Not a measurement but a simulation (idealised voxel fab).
Process module name: voxel wiring stack
Section cut is 170 nm wide and gridded with 5 nm square cells.
In what follows, cross-sections appear as grids of square cells, described through bands that run from the top down, where every band is one or more rows of cells. A band entry consists of two parts. The first gives the height of the band's top and the height of its bottom, in nm. The rest lists the band's materials from left to right, each with its width in nm. A single material labelled with the word "throughout" fills the band from edge to edge, and the word "blank" marks empty space. Heights are measured from 0, the level below which the as-received wafer is all one material; the lowest band has no bottom and continues downward, written as in "0 and below". Top row gets the first number, bottom row gets the second, and each row in between changes by the same step: that is how a band width like "30..40" works. When a step is marked "no change occurred", none of the cells in the cross-section changed during that step. You'll see "Sealed void list" listing empty spaces that have no way open to the top, as long as they're 8 cells or more; the notation is width x height at distance, where the distance is from the left edge, and all of it is in nm. Past the settings on a step's line: simulator remark, on that step. overlay nm: where the mask lay relative to plan, measured to the right, on steps with a mask; negatives go left.
**Listed below are the process steps as planned**
| 1 | RECEIVE,material Si |
| 2 | CONFORMAL_DEP,material SiO2,thk nm 10 |
| 3 | DIRECTIONAL_DEP,material TiN,thk nm 5 |
| 4 | DIRECTIONAL_DEP,material W,thk nm 20 |
| 5 | PATTERN,tone cover,mask id METAL_1,material resist,width nm 20,pitch nm 35,thk nm 15,overlay nm 0 |
| 6 | DIRECTIONAL_ETCH,etch materials W,depth nm 20 |
| 7 | DIRECTIONAL_ETCH,etch materials TiN,depth nm 5 |
| 8 | STRIP,etch materials resist |
| 9 | CONFORMAL_DEP,material SiN,thk nm 5 |
| 10 | FILL_DEP,material lowk,thk nm 10 |
| 11 | CMP,height nm 35 |
| 12 | CONFORMAL_DEP,material SiCN,thk nm 5 |
| 13 | DIRECTIONAL_DEP,material SiO2,thk nm 10 |
| 14 | DIRECTIONAL_DEP,material aC,thk nm 10 |
| 15 | PATTERN,tone open,mask id PLUG_1,material resist,width nm 15,pitch nm 35,thk nm 25,overlay nm 0 |
| 16 | DIRECTIONAL_ETCH,etch materials aC,depth nm 10 |
| 17 | STRIP,etch materials resist |
| 18 | DIRECTIONAL_ETCH,etch materials SiO2,depth nm 10 |
| 19 | DIRECTIONAL_ETCH,etch materials SiCN,depth nm 5 |
| 20 | STRIP,etch materials aC |
| 21 | CONFORMAL_DEP,material TiN,thk nm 5 |
| 22 | FILL_DEP,material Ru,thk nm 5 |
| 23 | CMP,height nm 50 |
| 24 | DIRECTIONAL_DEP,material TiN,thk nm 5 |
| 25 | DIRECTIONAL_DEP,material Ru,thk nm 15 |
| 26 | MASKED_ETCH,tone cover,mask id METAL_2,width nm 20,pitch nm 35,etch materials Ru,depth nm 15,overlay nm 0 |
| 27 | MASKED_ETCH,tone cover,mask id METAL_2,width nm 20,pitch nm 35,etch materials TiN,depth nm 5,overlay nm 0 |
| 28 | FILL_DEP,material SiO2,thk nm 5 |
| 29 | CMP,height nm 70 |
| 30 | CONFORMAL_DEP,material SiCN,thk nm 5 |
| 31 | DIRECTIONAL_DEP,material SiO2,thk nm 20 |
| 32 | DIRECTIONAL_DEP,material aC,thk nm 15 |
| 33 | PATTERN,tone open,mask id PLUG_2,material resist,width nm 15,pitch nm 35,thk nm 35,overlay nm 0 |
| 34 | DIRECTIONAL_ETCH,etch materials aC,depth nm 15 |
| 35 | STRIP,etch materials resist |
| 36 | DIRECTIONAL_ETCH,etch materials SiO2,depth nm 20 |
| 37 | DIRECTIONAL_ETCH,etch materials SiCN,depth nm 5 |
| 38 | STRIP,etch materials aC |
| 39 | CONFORMAL_DEP,material TiN,thk nm 5 |
| 40 | FILL_DEP,material Ru,thk nm 5 |
| 41 | CMP,height nm 95 |
| 42 | DIRECTIONAL_DEP,material TiN,thk nm 5 |
| 43 | DIRECTIONAL_DEP,material W,thk nm 15 |
| 44 | MASKED_ETCH,tone cover,mask id METAL_3,width nm 20,pitch nm 35,etch materials W,depth nm 15,overlay nm 0 |
| 45 | MASKED_ETCH,tone cover,mask id METAL_3,width nm 20,pitch nm 35,etch materials TiN,depth nm 5,overlay nm 0 |
| 46 | FILL_DEP,material SiO2,thk nm 10 |
| 47 | CMP,height nm 115 |
| 48 | CONFORMAL_DEP,material SiN,thk nm 5 |
**Cross-section of the wafer upon arrival, representing the state reached after step 1**
* 0 and below | Si throughout
* Sealed void list: none
**First wafer of two, sectioned at end of module; run went per plan**
* 120 down to 115 | SiN throughout
* 115 down to 100 | 55 of SiO2 | 20 of W | 15 of SiO2 | 20 of W | 60 of SiO2
* 100 down to 95 | 55 of SiO2 | 20 of TiN | 15 of SiO2 | 20 of TiN | 60 of SiO2
* 95 down to 75 | 55 of SiO2 | 5 of TiN | 5 of Ru | 5 of TiN | 20 of SiO2 | 5 of TiN | 5 of Ru | 5 of TiN | 65 of SiO2
* 75 down to 70 | 55 of SiCN | 15 of TiN | 20 of SiCN | 15 of TiN | 65 of SiCN
* 70 down to 55 | 55 of SiO2 | 20 of Ru | 15 of SiO2 | 20 of Ru | 60 of SiO2
* 55 down to 50 | 55 of SiO2 | 20 of TiN | 15 of SiO2 | 20 of TiN | 60 of SiO2
* 50 down to 40 | 55 of SiO2 | 5 of TiN | 5 of Ru | 5 of TiN | 20 of SiO2 | 5 of TiN | 5 of Ru | 5 of TiN | 65 of SiO2
* 40 down to 35 | 55 of SiCN | 15 of TiN | 20 of SiCN | 15 of TiN | 65 of SiCN
* 35 down to 15 | 50 of lowk | 5 of SiN | 20 of W | 5 of SiN | 5 of lowk | 5 of SiN | 20 of W | 5 of SiN | 55 of lowk
* 15 down to 10 | 55 of SiN | 20 of TiN | 15 of SiN | 20 of TiN | 60 of SiN
* 10 down to 0 | SiO2 throughout
* 0 and below | Si throughout
* Sealed void list: none
**Cross-section at end of module for the second wafer of two, which matched the first in starting point and plan and differed by one mistake in its processing**
* 120 down to 115 | SiN throughout
* 115 down to 100 | 55 of SiO2 | 20 of W | 15 of SiO2 | 20 of W | 60 of SiO2
* 100 down to 95 | 55 of SiO2 | 20 of TiN | 15 of SiO2 | 20 of TiN | 60 of SiO2
* 95 down to 75 | 55 of SiO2 | 5 of TiN | 5 of Ru | 5 of TiN | 20 of SiO2 | 5 of TiN | 5 of Ru | 5 of TiN | 65 of SiO2
* 75 down to 70 | 55 of SiCN | 15 of TiN | 20 of SiCN | 15 of TiN | 65 of SiCN
* 70 down to 55 | 55 of SiO2 | 20 of Ru | 15 of SiO2 | 20 of Ru | 60 of SiO2
* 55 down to 50 | 55 of SiO2 | 20 of TiN | 15 of SiO2 | 20 of TiN | 60 of SiO2
* 50 down to 40 | 55 of SiO2 | 5 of TiN | 10 of Ru | 5 of TiN | 15 of SiO2 | 5 of TiN | 10 of Ru | 5 of TiN | 60 of SiO2
* 40 down to 35 | 55 of SiCN | 20 of TiN | 15 of SiCN | 20 of TiN | 60 of SiCN
* 35 down to 15 | 50 of lowk | 5 of SiN | 20 of W | 5 of SiN | 5 of lowk | 5 of SiN | 20 of W | 5 of SiN | 55 of lowk
* 15 down to 10 | 55 of SiN | 20 of TiN | 15 of SiN | 20 of TiN | 60 of SiN
* 10 down to 0 | SiO2 throughout
* 0 and below | Si throughout
* Sealed void list: none
Where did the run depart from the plan? step 15 ran as: PATTERN,tone open,mask id PLUG_1,material resist,width nm 20,pitch nm 35,thk nm 25,overlay nm 0
Final tally in cells, some materials are higher or lower on the second wafer than on the first: Ru: 4 more | SiCN: 2 fewer | SiO2: 4 fewer | TiN: 2 more
